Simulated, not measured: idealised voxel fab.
process module | voxel trench capacitor
cross-section cut | 275 nm wide | cells 5 nm
A cross-section is a grid of square cells, given in bands from the top down. A band is one or more rows of cells.
Each band's line starts with the height of the band's top and of its bottom, in nm. Then come its materials from left to right, each with its width in nm. One material with "throughout" fills the band from edge to edge. "air" is empty space.
Height 0 is the level under which the wafer as received is all one material. The lowest band goes on downwards, as in "0 down".
A width such as "30 to 40" changes by the same amount from each row of cells to the next, from the band's top row to its bottom row.
"no change" after a step means that no cell of the cross-section changed.
closed voids: empty space of 8 cells or more with no open way to the top, each as width x height at its distance from the left edge, in nm
after a step's settings: what the simulator itself notes on the step
overlay nm, on a step with a mask: how far to the right of its planned place the mask lay; to the left if negative
plan
1 op RECEIVE | material Si
2 op CONFORMAL_DEP | material SiN | thk nm 5
3 op PATTERN | tone open | mask id TRENCH | material resist | width nm 30 | pitch nm 50 | thk nm 15 | overlay nm 0
4 op DIRECTIONAL_ETCH | etch materials SiN | depth nm 5
5 op DIRECTIONAL_ETCH | etch materials Si | depth nm 25
6 op STRIP | etch materials resist
7 op CONFORMAL_DEP | material HfO2 | thk nm 5
8 op CONFORMAL_DEP | material TiN | thk nm 5
9 op FILL_DEP | material W | thk nm 10
10 op CMP | height nm 5
as received, after step 1
  0 down: Si throughout
  closed voids: none
a wafer at the end: this start, this plan, one mistake
  5 to 0: SiN 105 | HfO2 5 | TiN 5 | W 10 | TiN 5 | HfO2 5 | SiN 20 | HfO2 5 | TiN 5 | W 10 | TiN 5 | HfO2 5 | SiN 90
  0 to -15: Si 105 | HfO2 5 | TiN 5 | W 10 | TiN 5 | HfO2 5 | Si 20 | HfO2 5 | TiN 5 | W 10 | TiN 5 | HfO2 5 | Si 90
  -15 to -20: Si 105 | HfO2 5 | TiN 20 | HfO2 5 | Si 20 | HfO2 5 | TiN 20 | HfO2 5 | Si 90
  -20 to -25: Si 105 | HfO2 30 | Si 20 | HfO2 30 | Si 90
  -25 down: Si throughout
  closed voids: none
what went wrong: step 3 ran as: op PATTERN | tone open | mask id TRENCH | material resist | width nm 30 | pitch nm 50 | thk nm 15 | overlay nm 10
